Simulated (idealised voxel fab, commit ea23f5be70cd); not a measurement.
Module name: voxel transistor to metal (process module)
FYI the section here is cut, 300 nm wide, cells are 5 nm squares.
Cross-section, as written here: a square-cell grid given band by band from the top down, where a band holds one or more rows of cells. Look at the band entry: it leads with the top's height and the bottom's height in nm. Then it lists the materials left to right, with a width in nm for each. The word "all across" on a single material says that material fills the band edge to edge. The word "empty" is empty space. Heights from 0 (as-received wafer is one material below). Bottom band endless downward, as "0 down". Width spec "30 to 40" -> top row of cells at first value, bottom row at second value, equal per-row change in between. It should be understood that the words "everything unchanged", when stated for a given step, signify that the cross-section underwent no change in any of its cells during that step. The entry titled "Fully closed voids" provides the empty spaces that have no open way to the top, restricted to those of 8 cells or more. Each is presented as width x height at distance, the distance being measured from the left edge, with all three in nm. Anything after a step's settings on that line? It's the simulator's own note about the step. overlay nm, on a step with a mask: how far to the right of its planned place the mask lay; to the left if negative. Quick note on how to read the rest: it's all pairs. You get the cross-section before a process step and the one after, but the after one only goes down as far as the lowest band that changed. The step in between, with its settings, sits under the pair. Heads up, the pairs can come from different runs of this module on the same starting wafer, so don't assume a pair picks up from the one above unless its "Before processing step" entry says it does.
# Before processing step
  30 to 25: 30 of polySi, 115 of empty, 10 of polySi, 115 of empty, 30 of polySi
  25 to 5: polySi all across
  5 to 0: 30 of SiO2, 115 of polySi, 10 of SiO2, 115 of polySi, 30 of SiO2
  0 to -5: SiO2 all across
  -5 to -20: 35 of SiO2, 105 of Si, 20 of SiO2, 105 of Si, 35 of SiO2
  -20 down: Si all across
  Fully closed voids: none
# Result of Step
  40 to 35: 30 of SiCN, 115 of empty, 10 of SiCN, 115 of empty, 30 of SiCN
  35 to 30: SiCN all across
  30 to 25: 30 of polySi, 115 of SiCN, 10 of polySi, 115 of SiCN, 30 of polySi
  Everything below 25 is unchanged.
  Fully closed voids: none
Transition step, before and after shown above: DIRECTIONAL_DEP: material SiCN, thk nm 10
Before processing step: starting point is the after cross-section of the pair just above.
# Result of Step
  60 to 40: 75 of empty, 20 of resist, 105 of empty, 20 of resist, 80 of empty
  40 to 35: 30 of SiCN, 45 of empty, 20 of resist, 50 of empty, 10 of SiCN, 45 of empty, 20 of resist, 50 of empty, 30 of SiCN
  Everything below 35 is unchanged.
  Fully closed voids: none
Transition step, before and after shown above: PATTERN: tone cover, mask id GATE, material resist, width nm 20, pitch nm 125, thk nm 20, overlay nm 0
Before processing step: starting point is the after cross-section of the pair just above.
# Result of Step
  60 to 35: 75 of empty, 20 of resist, 105 of empty, 20 of resist, 80 of empty
  35 to 30: 75 of empty, 20 of SiCN, 105 of empty, 20 of SiCN, 80 of empty
  30 to 25: 30 of polySi, 45 of empty, 20 of SiCN, 50 of empty, 10 of polySi, 45 of empty, 20 of SiCN, 50 of empty, 30 of polySi
  Everything below 25 is unchanged.
  Fully closed voids: none
Transition step, before and after shown above: DIRECTIONAL_ETCH: etch materials SiCN, depth nm 20
Before processing step: starting point is the after cross-section of the pair just above.
# Result of Step
  60 to 35: 75 of empty, 20 of resist, 105 of empty, 20 of resist, 80 of empty
  35 to 25: 75 of empty, 20 of SiCN, 105 of empty, 20 of SiCN, 80 of empty
  25 to 5: 75 of empty, 20 of polySi, 105 of empty, 20 of polySi, 80 of empty
  5 to 0: 30 of SiO2, 45 of empty, 20 of polySi, 50 of empty, 10 of SiO2, 45 of empty, 20 of polySi, 50 of empty, 30 of SiO2
  Everything below 0 is unchanged.
  Fully closed voids: none
Transition step, before and after shown above: DIRECTIONAL_ETCH: etch materials polySi, depth nm 35
Before processing step: starting point is the after cross-section of the pair just above.
# Result of Step
  35 to 25: 75 of empty, 20 of SiCN, 105 of empty, 20 of SiCN, 80 of empty
  Everything below 25 is unchanged.
  Fully closed voids: none
Transition step, before and after shown above: STRIP: etch materials resist
Before processing step: starting point is the after cross-section of the pair just above.
# Result of Step
  45 to 35: 65 of empty, 40 of SiN, 85 of empty, 40 of SiN, 70 of empty
  35 to 25: 65 of empty, 10 of SiN, 20 of SiCN, 10 of SiN, 85 of empty, 10 of SiN, 20 of SiCN, 10 of SiN, 70 of empty
  25 to 15: 65 of empty, 10 of SiN, 20 of polySi, 10 of SiN, 85 of empty, 10 of SiN, 20 of polySi, 10 of SiN, 70 of empty
  15 to 10: 40 of SiN, 25 of empty, 10 of SiN, 20 of polySi, 10 of SiN, 30 of empty, 30 of SiN, 25 of empty, 10 of SiN, 20 of polySi, 10 of SiN, 30 of empty, 40 of SiN
  10 to 5: 75 of SiN, 20 of polySi, 105 of SiN, 20 of polySi, 80 of SiN
  5 to 0: 30 of SiO2, 45 of SiN, 20 of polySi, 50 of SiN, 10 of SiO2, 45 of SiN, 20 of polySi, 50 of SiN, 30 of SiO2
  Everything below 0 is unchanged.
  Fully closed voids: none
Transition step, before and after shown above: CONFORMAL_DEP: material SiN, thk nm 10
Before processing step: starting point is the after cross-section of the pair just above.
# Result of Step
  35 to 25: 65 of empty, 10 of SiN, 20 of SiCN, 10 of SiN, 85 of empty, 10 of SiN, 20 of SiCN, 10 of SiN, 70 of empty
  25 to 5: 65 of empty, 10 of SiN, 20 of polySi, 10 of SiN, 85 of empty, 10 of SiN, 20 of polySi, 10 of SiN, 70 of empty
  5 to 0: 30 of SiO2, 10 of SiN, 25 of empty, 10 of SiN, 20 of polySi, 10 of SiN, 30 of empty, 10 of SiN, 10 of SiO2, 10 of SiN, 25 of empty, 10 of SiN, 20 of polySi, 10 of SiN, 30 of empty, 10 of SiN, 30 of SiO2
  Everything below 0 is unchanged.
  Fully closed voids: none
Transition step, before and after shown above: DIRECTIONAL_ETCH: etch materials SiN, depth nm 10
Before processing step: starting point is the after cross-section of the pair just above.
# Result of Step
  35 to 25: 65 of empty, 10 of SiN, 20 of SiCN, 10 of SiN, 85 of empty, 10 of SiN, 20 of SiCN, 10 of SiN, 70 of empty
  25 to 5: 65 of empty, 10 of SiN, 20 of polySi, 10 of SiN, 85 of empty, 10 of SiN, 20 of polySi, 10 of SiN, 70 of empty
  5 to 0: 30 of empty, 10 of SiN, 25 of empty, 10 of SiN, 20 of polySi, 10 of SiN, 30 of empty, 10 of SiN, 10 of empty, 10 of SiN, 25 of empty, 10 of SiN, 20 of polySi, 10 of SiN, 30 of empty, 10 of SiN, 30 of empty
  0 to -5: 40 of SiO2, 25 of empty, 40 of SiO2, 30 of empty, 30 of SiO2, 25 of empty, 40 of SiO2, 30 of empty, 40 of SiO2
  Everything below -5 is unchanged.
  Fully closed voids: none
Transition step, before and after shown above: DIRECTIONAL_ETCH: etch materials SiO2, depth nm 5
Before processing step: starting point is the after cross-section of the pair just above.
# Result of Step
  35 to 25: 65 of empty, 10 of SiN, 20 of SiCN, 10 of SiN, 85 of empty, 10 of SiN, 20 of SiCN, 10 of SiN, 70 of empty
  25 to 5: 65 of empty, 10 of SiN, 20 of polySi, 10 of SiN, 85 of empty, 10 of SiN, 20 of polySi, 10 of SiN, 70 of empty
  5 to 0: 30 of empty, 10 of SiN, 25 of empty, 10 of SiN, 20 of polySi, 10 of SiN, 30 of empty, 10 of SiN, 10 of empty, 10 of SiN, 25 of empty, 10 of SiN, 20 of polySi, 10 of SiN, 30 of empty, 10 of SiN, 30 of empty
  0 to -5: 40 of SiO2, 25 of nSi, 40 of SiO2, 30 of nSi, 30 of SiO2, 25 of nSi, 40 of SiO2, 30 of nSi, 40 of SiO2
  Everything below -5 is unchanged.
  Fully closed voids: none
Transition step, before and after shown above: EPI: material nSi, thk nm 5
Before processing step: starting point is the after cross-section of the pair just above.
# Result of Step
  40 to 35: SiO2 all across
  35 to 25: 65 of SiO2, 10 of SiN, 20 of SiCN, 10 of SiN, 85 of SiO2, 10 of SiN, 20 of SiCN, 10 of SiN, 70 of SiO2
  25 to 5: 65 of SiO2, 10 of SiN, 20 of polySi, 10 of SiN, 85 of SiO2, 10 of SiN, 20 of polySi, 10 of SiN, 70 of SiO2
  5 to 0: 30 of SiO2, 10 of SiN, 25 of SiO2, 10 of SiN, 20 of polySi, 10 of SiN, 30 of SiO2, 10 of SiN, 10 of SiO2, 10 of SiN, 25 of SiO2, 10 of SiN, 20 of polySi, 10 of SiN, 30 of SiO2, 10 of SiN, 30 of SiO2
  Everything below 0 is unchanged.
  Fully closed voids: none
Transition step, before and after shown above: FILL_DEP: material SiO2, thk nm 5
Before processing step: starting point is the after cross-section of the pair just above.
# Result of Step
  35 to 25: 65 of SiO2, 10 of SiN, 20 of SiCN, 10 of SiN, 85 of SiO2, 10 of SiN, 20 of SiCN, 10 of SiN, 70 of SiO2
  Everything below 25 is unchanged.
  Fully closed voids: none
Transition step, before and after shown above: CMP: height nm 35
Before processing step: starting point is the after cross-section of the pair just above.
# Result of Step
  45 to 35: SiO2 all across
  Everything below 35 is unchanged.
  Fully closed voids: none
Transition step, before and after shown above: DIRECTIONAL_DEP: material SiO2, thk nm 10
Before processing step: starting point is the after cross-section of the pair just above.
# Result of Step
  65 to 45: 45 of resist, 25 of empty, 30 of resist, 25 of empty, 45 of resist, 25 of empty, 30 of resist, 25 of empty, 50 of resist
  Everything below 45 is unchanged.
  Fully closed voids: none
Transition step, before and after shown above: PATTERN: tone open, mask id CONTACT, material resist, width nm 25, thk nm 20, overlay nm 0
Before processing step: starting point is the after cross-section of the pair just above.
# Result of Step
  65 to 45: 45 of resist, 25 of empty, 30 of resist, 25 of empty, 45 of resist, 25 of empty, 30 of resist, 25 of empty, 50 of resist
  45 to 35: 45 of SiO2, 25 of empty, 30 of SiO2, 25 of empty, 45 of SiO2, 25 of empty, 30 of SiO2, 25 of empty, 50 of SiO2
  35 to 25: 45 of SiO2, 20 of empty, 10 of SiN, 20 of SiCN, 10 of SiN, 20 of empty, 45 of SiO2, 20 of empty, 10 of SiN, 20 of SiCN, 10 of SiN, 20 of empty, 50 of SiO2
  25 to 5: 45 of SiO2, 20 of empty, 10 of SiN, 20 of polySi, 10 of SiN, 20 of empty, 45 of SiO2, 20 of empty, 10 of SiN, 20 of polySi, 10 of SiN, 20 of empty, 50 of SiO2
  5 to 0: 30 of SiO2, 10 of SiN, 5 of SiO2, 20 of empty, 10 of SiN, 20 of polySi, 10 of SiN, 20 of empty, 10 of SiO2, 10 of SiN, 10 of SiO2, 10 of SiN, 5 of SiO2, 20 of empty, 10 of SiN, 20 of polySi, 10 of SiN, 20 of empty, 10 of SiO2, 10 of SiN, 30 of SiO2
  Everything below 0 is unchanged.
  Fully closed voids: none
Transition step, before and after shown above: DIRECTIONAL_ETCH: etch materials SiO2, depth nm 45
Before processing step: starting point is the after cross-section of the pair just above.
# Result of Step
  45 to 35: 45 of SiO2, 25 of empty, 30 of SiO2, 25 of empty, 45 of SiO2, 25 of empty, 30 of SiO2, 25 of empty, 50 of SiO2
  Everything below 35 is unchanged.
  Fully closed voids: none
Transition step, before and after shown above: STRIP: etch materials resist
Before processing step: starting point is the after cross-section of the pair just above.
# Result of Step
  50 to 45: 50 of TiN, 15 of empty, 40 of TiN, 15 of empty, 55 of TiN, 15 of empty, 40 of TiN, 15 of empty, 55 of TiN
  45 to 35: 45 of SiO2, 5 of TiN, 15 to 10 of empty, 5 to 10 of TiN, 30 of SiO2, 5 to 10 of TiN, 15 to 10 of empty, 5 of TiN, 45 of SiO2, 5 of TiN, 15 to 10 of empty, 5 to 10 of TiN, 30 of SiO2, 5 to 10 of TiN, 15 to 10 of empty, 5 of TiN, 50 of SiO2
  35 to 25: 45 of SiO2, 5 of TiN, 10 of empty, 5 of TiN, 10 of SiN, 20 of SiCN, 10 of SiN, 5 of TiN, 10 of empty, 5 of TiN, 45 of SiO2, 5 of TiN, 10 of empty, 5 of TiN, 10 of SiN, 20 of SiCN, 10 of SiN, 5 of TiN, 10 of empty, 5 of TiN, 50 of SiO2
  25 to 5: 45 of SiO2, 5 of TiN, 10 of empty, 5 of TiN, 10 of SiN, 20 of polySi, 10 of SiN, 5 of TiN, 10 of empty, 5 of TiN, 45 of SiO2, 5 of TiN, 10 of empty, 5 of TiN, 10 of SiN, 20 of polySi, 10 of SiN, 5 of TiN, 10 of empty, 5 of TiN, 50 of SiO2
  5 to 0: 30 of SiO2, 10 of SiN, 5 of SiO2, 20 of TiN, 10 of SiN, 20 of polySi, 10 of SiN, 20 of TiN, 10 of SiO2, 10 of SiN, 10 of SiO2, 10 of SiN, 5 of SiO2, 20 of TiN, 10 of SiN, 20 of polySi, 10 of SiN, 20 of TiN, 10 of SiO2, 10 of SiN, 30 of SiO2
  Everything below 0 is unchanged.
  Fully closed voids: none
Transition step, before and after shown above: CONFORMAL_DEP: material TiN, thk nm 5
Before processing step: starting point is the after cross-section of the pair just above.
# Result of Step
  55 to 50: W all across
  50 to 45: 50 of TiN, 15 of W, 40 of TiN, 15 of W, 55 of TiN, 15 of W, 40 of TiN, 15 of W, 55 of TiN
  45 to 35: 45 of SiO2, 5 of TiN, 15 to 10 of W, 5 to 10 of TiN, 30 of SiO2, 5 to 10 of TiN, 15 to 10 of W, 5 of TiN, 45 of SiO2, 5 of TiN, 15 to 10 of W, 5 to 10 of TiN, 30 of SiO2, 5 to 10 of TiN, 15 to 10 of W, 5 of TiN, 50 of SiO2
  35 to 25: 45 of SiO2, 5 of TiN, 10 of W, 5 of TiN, 10 of SiN, 20 of SiCN, 10 of SiN, 5 of TiN, 10 of W, 5 of TiN, 45 of SiO2, 5 of TiN, 10 of W, 5 of TiN, 10 of SiN, 20 of SiCN, 10 of SiN, 5 of TiN, 10 of W, 5 of TiN, 50 of SiO2
  25 to 5: 45 of SiO2, 5 of TiN, 10 of W, 5 of TiN, 10 of SiN, 20 of polySi, 10 of SiN, 5 of TiN, 10 of W, 5 of TiN, 45 of SiO2, 5 of TiN, 10 of W, 5 of TiN, 10 of SiN, 20 of polySi, 10 of SiN, 5 of TiN, 10 of W, 5 of TiN, 50 of SiO2
  Everything below 5 is unchanged.
  Fully closed voids: none
Transition step, before and after shown above: FILL_DEP: material W, thk nm 5
Before processing step: starting point is the after cross-section of the pair just above.
# Result of Step
  45 to 35: 45 of SiO2, 5 of TiN, 15 to 10 of W, 5 to 10 of TiN, 30 of SiO2, 5 to 10 of TiN, 15 to 10 of W, 5 of TiN, 45 of SiO2, 5 of TiN, 15 to 10 of W, 5 to 10 of TiN, 30 of SiO2, 5 to 10 of TiN, 15 to 10 of W, 5 of TiN, 50 of SiO2
  Everything below 35 is unchanged.
  Fully closed voids: none
Transition step, before and after shown above: CMP: height nm 45
Before processing step: starting point is the after cross-section of the pair just above.
# Result of Step
  50 to 45: TiN all across
  Everything below 45 is unchanged.
  Fully closed voids: none
Transition step, before and after shown above: DIRECTIONAL_DEP: material TiN, thk nm 5
Before processing step: starting point is the after cross-section of the pair just above.
# Result of Step
  75 to 50: Ru all across
  Everything below 50 is unchanged.
  Fully closed voids: none
Transition step, before and after shown above: DIRECTIONAL_DEP: material Ru, thk nm 25
Before processing step: starting point is the after cross-section of the pair just above.
# Result of Step
  75 to 50: 45 of empty, 15 of Ru, 50 of empty, 15 of Ru, 45 of empty, 15 of Ru, 50 of empty, 15 of Ru, 50 of empty
  Everything below 50 is unchanged.
  Fully closed voids: none
Transition step, before and after shown above: MASKED_ETCH: tone cover, mask id METAL_1, width nm 15, etch materials Ru, depth nm 25, overlay nm 0
Before processing step: starting point is the after cross-section of the pair just above.
# Result of Step
  75 to 50: 45 of empty, 15 of Ru, 50 of empty, 15 of Ru, 45 of empty, 15 of Ru, 50 of empty, 15 of Ru, 50 of empty
  50 to 45: 45 of empty, 15 of TiN, 50 of empty, 15 of TiN, 45 of empty, 15 of TiN, 50 of empty, 15 of TiN, 50 of empty
  Everything below 45 is unchanged.
  Fully closed voids: none
Transition step, before and after shown above: MASKED_ETCH: tone cover, mask id METAL_1, width nm 15, etch materials TiN, depth nm 5, overlay nm 0
Before processing step: starting point is the after cross-section of the pair just above.
# Result of Step
  80 to 75: SiO2 all across
  75 to 50: 45 of SiO2, 15 of Ru, 50 of SiO2, 15 of Ru, 45 of SiO2, 15 of Ru, 50 of SiO2, 15 of Ru, 50 of SiO2
  50 to 45: 45 of SiO2, 15 of TiN, 50 of SiO2, 15 of TiN, 45 of SiO2, 15 of TiN, 50 of SiO2, 15 of TiN, 50 of SiO2
  Everything below 45 is unchanged.
  Fully closed voids: none
Transition step, before and after shown above: FILL_DEP: material SiO2, thk nm 5
Before processing step: starting point is the after cross-section of the pair just above.
# Result of Step
  75 to 50: 45 of SiO2, 15 of Ru, 50 of SiO2, 15 of Ru, 45 of SiO2, 15 of Ru, 50 of SiO2, 15 of Ru, 50 of SiO2
  Everything below 50 is unchanged.
  Fully closed voids: none
Transition step, before and after shown above: CMP: height nm 75
Before processing step: starting point is the after cross-section of the pair just above.
# Result of Step
  80 to 75: SiN all across
  Everything below 75 is unchanged.
  Fully closed voids: none
Transition step, before and after shown above: CONFORMAL_DEP: material SiN, thk nm 5
# Before processing step
  40 to 35: 30 of SiCN, 110 of empty, 15 of SiCN, 110 of empty, 35 of SiCN
  35 to 30: SiCN all across
  30 to 25: 30 of polySi, 110 of SiCN, 15 of polySi, 110 of SiCN, 35 of polySi
  25 to 5: polySi all across
  5 to 0: 30 of SiO2, 110 of polySi, 15 of SiO2, 110 of polySi, 35 of SiO2
  0 to -5: SiO2 all across
  -5 to -20: 35 of SiO2, 100 of Si, 25 of SiO2, 100 of Si, 40 of SiO2
  -20 down: Si all across
  Fully closed voids: none
# Result of Step
  60 to 40: 70 of empty, 20 of resist, 105 of empty, 20 of resist, 85 of empty
  40 to 35: 30 of SiCN, 40 of empty, 20 of resist, 50 of empty, 15 of SiCN, 40 of empty, 20 of resist, 50 of empty, 35 of SiCN
  Everything below 35 is unchanged.
  Fully closed voids: none
Transition step, before and after shown above: PATTERN: tone cover, mask id GATE, material resist, width nm 20, pitch nm 125, thk nm 20, overlay nm -5
Before processing step: starting point is the after cross-section of the pair just above.
# Result of Step
  60 to 35: 70 of empty, 20 of resist, 105 of empty, 20 of resist, 85 of empty
  35 to 30: 70 of empty, 20 of SiCN, 105 of empty, 20 of SiCN, 85 of empty
  30 to 25: 30 of polySi, 40 of empty, 20 of SiCN, 50 of empty, 15 of polySi, 40 of empty, 20 of SiCN, 50 of empty, 35 of polySi
  Everything below 25 is unchanged.
  Fully closed voids: none
Transition step, before and after shown above: DIRECTIONAL_ETCH: etch materials SiCN, depth nm 20
Before processing step: starting point is the after cross-section of the pair just above.
# Result of Step
  60 to 35: 70 of empty, 20 of resist, 105 of empty, 20 of resist, 85 of empty
  35 to 25: 70 of empty, 20 of SiCN, 105 of empty, 20 of SiCN, 85 of empty
  25 to 5: 70 of empty, 20 of polySi, 105 of empty, 20 of polySi, 85 of empty
  5 to 0: 30 of SiO2, 40 of empty, 20 of polySi, 50 of empty, 15 of SiO2, 40 of empty, 20 of polySi, 50 of empty, 35 of SiO2
  Everything below 0 is unchanged.
  Fully closed voids: none
Transition step, before and after shown above: DIRECTIONAL_ETCH: etch materials polySi, depth nm 35
Before processing step: starting point is the after cross-section of the pair just above.
# Result of Step
  35 to 25: 70 of empty, 20 of SiCN, 105 of empty, 20 of SiCN, 85 of empty
  Everything below 25 is unchanged.
  Fully closed voids: none
Transition step, before and after shown above: STRIP: etch materials resist
Before processing step: starting point is the after cross-section of the pair just above.
# Result of Step
  45 to 35: 60 of empty, 40 of SiN, 85 of empty, 40 of SiN, 75 of empty
  35 to 25: 60 of empty, 10 of SiN, 20 of SiCN, 10 of SiN, 85 of empty, 10 of SiN, 20 of SiCN, 10 of SiN, 75 of empty
  25 to 15: 60 of empty, 10 of SiN, 20 of polySi, 10 of SiN, 85 of empty, 10 of SiN, 20 of polySi, 10 of SiN, 75 of empty
  15 to 10: 40 of SiN, 20 of empty, 10 of SiN, 20 of polySi, 10 of SiN, 30 of empty, 35 of SiN, 20 of empty, 10 of SiN, 20 of polySi, 10 of SiN, 30 of empty, 45 of SiN
  10 to 5: 70 of SiN, 20 of polySi, 105 of SiN, 20 of polySi, 85 of SiN
  5 to 0: 30 of SiO2, 40 of SiN, 20 of polySi, 50 of SiN, 15 of SiO2, 40 of SiN, 20 of polySi, 50 of SiN, 35 of SiO2
  Everything below 0 is unchanged.
  Fully closed voids: none
Transition step, before and after shown above: CONFORMAL_DEP: material SiN, thk nm 10
Before processing step: starting point is the after cross-section of the pair just above.
# Result of Step
  35 to 25: 60 of empty, 10 of SiN, 20 of SiCN, 10 of SiN, 85 of empty, 10 of SiN, 20 of SiCN, 10 of SiN, 75 of empty
  25 to 5: 60 of empty, 10 of SiN, 20 of polySi, 10 of SiN, 85 of empty, 10 of SiN, 20 of polySi, 10 of SiN, 75 of empty
  5 to 0: 30 of SiO2, 10 of SiN, 20 of empty, 10 of SiN, 20 of polySi, 10 of SiN, 30 of empty, 10 of SiN, 15 of SiO2, 10 of SiN, 20 of empty, 10 of SiN, 20 of polySi, 10 of SiN, 30 of empty, 10 of SiN, 35 of SiO2
  Everything below 0 is unchanged.
  Fully closed voids: none
Transition step, before and after shown above: DIRECTIONAL_ETCH: etch materials SiN, depth nm 10
Before processing step: starting point is the after cross-section of the pair just above.
# Result of Step
  35 to 25: 60 of empty, 10 of SiN, 20 of SiCN, 10 of SiN, 85 of empty, 10 of SiN, 20 of SiCN, 10 of SiN, 75 of empty
  25 to 5: 60 of empty, 10 of SiN, 20 of polySi, 10 of SiN, 85 of empty, 10 of SiN, 20 of polySi, 10 of SiN, 75 of empty
  5 to 0: 30 of empty, 10 of SiN, 20 of empty, 10 of SiN, 20 of polySi, 10 of SiN, 30 of empty, 10 of SiN, 15 of empty, 10 of SiN, 20 of empty, 10 of SiN, 20 of polySi, 10 of SiN, 30 of empty, 10 of SiN, 35 of empty
  0 to -5: 40 of SiO2, 20 of empty, 40 of SiO2, 30 of empty, 35 of SiO2, 20 of empty, 40 of SiO2, 30 of empty, 45 of SiO2
  Everything below -5 is unchanged.
  Fully closed voids: none
Transition step, before and after shown above: DIRECTIONAL_ETCH: etch materials SiO2, depth nm 5
Before processing step: starting point is the after cross-section of the pair just above.
# Result of Step
  35 to 25: 60 of empty, 10 of SiN, 20 of SiCN, 10 of SiN, 85 of empty, 10 of SiN, 20 of SiCN, 10 of SiN, 75 of empty
  25 to 5: 60 of empty, 10 of SiN, 20 of polySi, 10 of SiN, 85 of empty, 10 of SiN, 20 of polySi, 10 of SiN, 75 of empty
  5 to 0: 30 of empty, 10 of SiN, 20 of empty, 10 of SiN, 20 of polySi, 10 of SiN, 30 of empty, 10 of SiN, 15 of empty, 10 of SiN, 20 of empty, 10 of SiN, 20 of polySi, 10 of SiN, 30 of empty, 10 of SiN, 35 of empty
  0 to -5: 40 of SiO2, 20 of nSi, 40 of SiO2, 30 of nSi, 35 of SiO2, 20 of nSi, 40 of SiO2, 30 of nSi, 45 of SiO2
  Everything below -5 is unchanged.
  Fully closed voids: none
Transition step, before and after shown above: EPI: material nSi, thk nm 5
Before processing step: starting point is the after cross-section of the pair just above.
# Result of Step
  40 to 35: SiO2 all across
  35 to 25: 60 of SiO2, 10 of SiN, 20 of SiCN, 10 of SiN, 85 of SiO2, 10 of SiN, 20 of SiCN, 10 of SiN, 75 of SiO2
  25 to 5: 60 of SiO2, 10 of SiN, 20 of polySi, 10 of SiN, 85 of SiO2, 10 of SiN, 20 of polySi, 10 of SiN, 75 of SiO2
  5 to 0: 30 of SiO2, 10 of SiN, 20 of SiO2, 10 of SiN, 20 of polySi, 10 of SiN, 30 of SiO2, 10 of SiN, 15 of SiO2, 10 of SiN, 20 of SiO2, 10 of SiN, 20 of polySi, 10 of SiN, 30 of SiO2, 10 of SiN, 35 of SiO2
  Everything below 0 is unchanged.
  Fully closed voids: none
Transition step, before and after shown above: FILL_DEP: material SiO2, thk nm 5
Before processing step: starting point is the after cross-section of the pair just above.
# Result of Step
  35 to 25: 60 of SiO2, 10 of SiN, 20 of SiCN, 10 of SiN, 85 of SiO2, 10 of SiN, 20 of SiCN, 10 of SiN, 75 of SiO2
  Everything below 25 is unchanged.
  Fully closed voids: none
Transition step, before and after shown above: CMP: height nm 35
Before processing step: starting point is the after cross-section of the pair just above.
# Result of Step
  45 to 35: SiO2 all across
  Everything below 35 is unchanged.
  Fully closed voids: none
Transition step, before and after shown above: DIRECTIONAL_DEP: material SiO2, thk nm 10
Before processing step: starting point is the after cross-section of the pair just above.
# Result of Step
  65 to 45: 45 of resist, 25 of empty, 30 of resist, 25 of empty, 45 of resist, 25 of empty, 30 of resist, 25 of empty, 50 of resist
  Everything below 45 is unchanged.
  Fully closed voids: none
Transition step, before and after shown above: PATTERN: tone open, mask id CONTACT, material resist, width nm 25, thk nm 20, overlay nm 0
Before processing step: starting point is the after cross-section of the pair just above.
# Result of Step
  65 to 45: 45 of resist, 25 of empty, 30 of resist, 25 of empty, 45 of resist, 25 of empty, 30 of resist, 25 of empty, 50 of resist
  45 to 35: 45 of SiO2, 25 of empty, 30 of SiO2, 25 of empty, 45 of SiO2, 25 of empty, 30 of SiO2, 25 of empty, 50 of SiO2
  35 to 25: 45 of SiO2, 15 of empty, 10 of SiN, 20 of SiCN, 10 of SiN, 25 of empty, 45 of SiO2, 15 of empty, 10 of SiN, 20 of SiCN, 10 of SiN, 25 of empty, 50 of SiO2
  25 to 5: 45 of SiO2, 15 of empty, 10 of SiN, 20 of polySi, 10 of SiN, 25 of empty, 45 of SiO2, 15 of empty, 10 of SiN, 20 of polySi, 10 of SiN, 25 of empty, 50 of SiO2
  5 to 0: 30 of SiO2, 10 of SiN, 5 of SiO2, 15 of empty, 10 of SiN, 20 of polySi, 10 of SiN, 25 of empty, 5 of SiO2, 10 of SiN, 15 of SiO2, 10 of SiN, 5 of SiO2, 15 of empty, 10 of SiN, 20 of polySi, 10 of SiN, 25 of empty, 5 of SiO2, 10 of SiN, 35 of SiO2
  Everything below 0 is unchanged.
  Fully closed voids: none
Transition step, before and after shown above: DIRECTIONAL_ETCH: etch materials SiO2, depth nm 45
Before processing step: starting point is the after cross-section of the pair just above.
# Result of Step
  45 to 35: 45 of SiO2, 25 of empty, 30 of SiO2, 25 of empty, 45 of SiO2, 25 of empty, 30 of SiO2, 25 of empty, 50 of SiO2
  Everything below 35 is unchanged.
  Fully closed voids: none
Transition step, before and after shown above: STRIP: etch materials resist
Before processing step: starting point is the after cross-section of the pair just above.
# Result of Step
  50 to 45: 50 of TiN, 15 of empty, 40 of TiN, 15 of empty, 55 of TiN, 15 of empty, 40 of TiN, 15 of empty, 55 of TiN
  45 to 35: 45 of SiO2, 5 of TiN, 15 to 5 of empty, 5 to 15 of TiN, 30 of SiO2, 5 of TiN, 15 of empty, 5 of TiN, 45 of SiO2, 5 of TiN, 15 to 5 of empty, 5 to 15 of TiN, 30 of SiO2, 5 of TiN, 15 of empty, 5 of TiN, 50 of SiO2
  35 to 25: 45 of SiO2, 5 of TiN, 5 of empty, 5 of TiN, 10 of SiN, 20 of SiCN, 10 of SiN, 5 of TiN, 15 of empty, 5 of TiN, 45 of SiO2, 5 of TiN, 5 of empty, 5 of TiN, 10 of SiN, 20 of SiCN, 10 of SiN, 5 of TiN, 15 of empty, 5 of TiN, 50 of SiO2
  25 to 5: 45 of SiO2, 5 of TiN, 5 of empty, 5 of TiN, 10 of SiN, 20 of polySi, 10 of SiN, 5 of TiN, 15 of empty, 5 of TiN, 45 of SiO2, 5 of TiN, 5 of empty, 5 of TiN, 10 of SiN, 20 of polySi, 10 of SiN, 5 of TiN, 15 of empty, 5 of TiN, 50 of SiO2
  5 to 0: 30 of SiO2, 10 of SiN, 5 of SiO2, 15 of TiN, 10 of SiN, 20 of polySi, 10 of SiN, 25 of TiN, 5 of SiO2, 10 of SiN, 15 of SiO2, 10 of SiN, 5 of SiO2, 15 of TiN, 10 of SiN, 20 of polySi, 10 of SiN, 25 of TiN, 5 of SiO2, 10 of SiN, 35 of SiO2
  Everything below 0 is unchanged.
  Fully closed voids: none
Transition step, before and after shown above: CONFORMAL_DEP: material TiN, thk nm 5
Before processing step: starting point is the after cross-section of the pair just above.
# Result of Step
  55 to 50: W all across
  50 to 45: 50 of TiN, 15 of W, 40 of TiN, 15 of W, 55 of TiN, 15 of W, 40 of TiN, 15 of W, 55 of TiN
  45 to 35: 45 of SiO2, 5 of TiN, 15 to 5 of W, 5 to 15 of TiN, 30 of SiO2, 5 of TiN, 15 of W, 5 of TiN, 45 of SiO2, 5 of TiN, 15 to 5 of W, 5 to 15 of TiN, 30 of SiO2, 5 of TiN, 15 of W, 5 of TiN, 50 of SiO2
  35 to 25: 45 of SiO2, 5 of TiN, 5 of W, 5 of TiN, 10 of SiN, 20 of SiCN, 10 of SiN, 5 of TiN, 15 of W, 5 of TiN, 45 of SiO2, 5 of TiN, 5 of W, 5 of TiN, 10 of SiN, 20 of SiCN, 10 of SiN, 5 of TiN, 15 of W, 5 of TiN, 50 of SiO2
  25 to 5: 45 of SiO2, 5 of TiN, 5 of W, 5 of TiN, 10 of SiN, 20 of polySi, 10 of SiN, 5 of TiN, 15 of W, 5 of TiN, 45 of SiO2, 5 of TiN, 5 of W, 5 of TiN, 10 of SiN, 20 of polySi, 10 of SiN, 5 of TiN, 15 of W, 5 of TiN, 50 of SiO2
  Everything below 5 is unchanged.
  Fully closed voids: none
Transition step, before and after shown above: FILL_DEP: material W, thk nm 5
Before processing step: starting point is the after cross-section of the pair just above.
# Result of Step
  45 to 35: 45 of SiO2, 5 of TiN, 15 to 5 of W, 5 to 15 of TiN, 30 of SiO2, 5 of TiN, 15 of W, 5 of TiN, 45 of SiO2, 5 of TiN, 15 to 5 of W, 5 to 15 of TiN, 30 of SiO2, 5 of TiN, 15 of W, 5 of TiN, 50 of SiO2
  Everything below 35 is unchanged.
  Fully closed voids: none
Transition step, before and after shown above: CMP: height nm 45
Before processing step: starting point is the after cross-section of the pair just above.
# Result of Step
  50 to 45: TiN all across
  Everything below 45 is unchanged.
  Fully closed voids: none
Transition step, before and after shown above: DIRECTIONAL_DEP: material TiN, thk nm 5
Before processing step: starting point is the after cross-section of the pair just above.
# Result of Step
  75 to 50: Ru all across
  Everything below 50 is unchanged.
  Fully closed voids: none
Transition step, before and after shown above: DIRECTIONAL_DEP: material Ru, thk nm 25
